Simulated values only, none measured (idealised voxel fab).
Documented hereafter: the process module known as voxel self aligned vias.
Square cells of 5 nm make up the cross-section cut, whose width is 160 nm.
If you're reading a cross-section in this doc, picture square cells in a grid; it comes to you as bands, top ones listed first down to the bottom, and a band can be one or more rows of cells. For a band, the entry starts with two heights in nm, that of the top and then that of the bottom, and carries on with the band's materials in order from left to right, each alongside its width in nm; the word "full width" beside a single material means it fills the band edge to edge, and "empty" means empty space. A quick word on heights: they are counted from 0, and under that level the wafer as it came to us is one material throughout. The lowest band is different from the rest in having no bottom; it simply continues downward, written as in "0..down". When a width is written as two numbers, as in "30->40", the first number is the width in the top row of cells of the band and the second is the width in its bottom row, and the width changes by the same amount from each row to the next. The cross-section has no changed cell in any step marked "same as before". Look at "Sealed void listing" for the closed voids: empty spaces with no open path to the top, sized 8 cells or up. Each is width x height at distance, distance from the left edge, all nm. Post-settings text on a step line: simulator's own remark regarding the step. "overlay nm" denotes, for a step that has a mask, the displacement of the mask to the right of its planned place, with negative values corresponding to the left.

-- The process steps that were planned are listed below
| 1 | RECEIVE (material Si) |
| 2 | CONFORMAL_DEP (material SiO2; thk nm 15) |
| 3 | CONFORMAL_DEP (material SiCN; thk nm 5) |
| 4 | DIRECTIONAL_DEP (material SiO2; thk nm 30) |
| 5 | DIRECTIONAL_DEP (material aC; thk nm 10) |
| 6 | PATTERN (tone open; mask id LINES; material resist; width nm 20; pitch nm 55; thk nm 25; overlay nm 0) |
| 7 | DIRECTIONAL_ETCH (etch materials aC; depth nm 10) |
| 8 | STRIP (etch materials resist) |
| 9 | DIRECTIONAL_ETCH (etch materials SiO2; depth nm 30) |
| 10 | STRIP (etch materials aC) |
| 11 | CONFORMAL_DEP (material TiN; thk nm 5) |
| 12 | FILL_DEP (material Ru; thk nm 10) |
| 13 | CMP (height nm 50) |
| 14 | SELECTIVE_ETCH (etch materials W Ru TiN; depth nm 10) |
| 15 | FILL_DEP (material SiN; thk nm 10) |
| 16 | CMP (height nm 50) |
| 17 | DIRECTIONAL_DEP (material SiO2; thk nm 20) |
| 18 | PATTERN (tone open; mask id VIAS; material resist; width nm 30; thk nm 20; overlay nm 0) |
| 19 | DIRECTIONAL_ETCH (etch materials SiO2; depth nm 20) |
| 20 | DIRECTIONAL_ETCH (etch materials SiN; depth nm 10) |
| 21 | STRIP (etch materials resist) |
| 22 | CONFORMAL_DEP (material TiN; thk nm 5) |
| 23 | FILL_DEP (material Cu; thk nm 5) |
| 24 | CMP (height nm 70) |
| 25 | CONFORMAL_DEP (material SiN; thk nm 5) |

-- This is the cross-section of the wafer as we received it, i.e. after step 1
* 0..down: Si full width
* Sealed void listing: none

-- This is how the wafer looks in cross-section once the module is done, given the starting state and plan above and one mistake in carrying the plan out
* 75..70: SiN full width
* 70..50: 35 nm SiO2 | 5 nm TiN | 20 nm Cu | 5 nm TiN | 95 nm SiO2
* 50..45: 35 nm SiN | 10 nm TiN | 10 nm Cu | 10 nm TiN | 95 nm SiN
* 45..40: 40 nm SiO2 | 20 nm TiN | 35 nm SiO2 | 20 nm SiN | 45 nm SiO2
* 40..20: 40 nm SiO2 | 5 nm TiN | 10 nm Ru | 5 nm TiN | 35 nm SiO2 | 5 nm TiN | 10 nm Ru | 5 nm TiN | 45 nm SiO2
* 20..15: 40 nm SiO2 | 20 nm TiN | 35 nm SiO2 | 20 nm TiN | 45 nm SiO2
* 15..0: SiO2 full width
* 0..down: Si full width
* Sealed void listing: none
Run error: the run left out plan step 3 entirely, so it was never executed
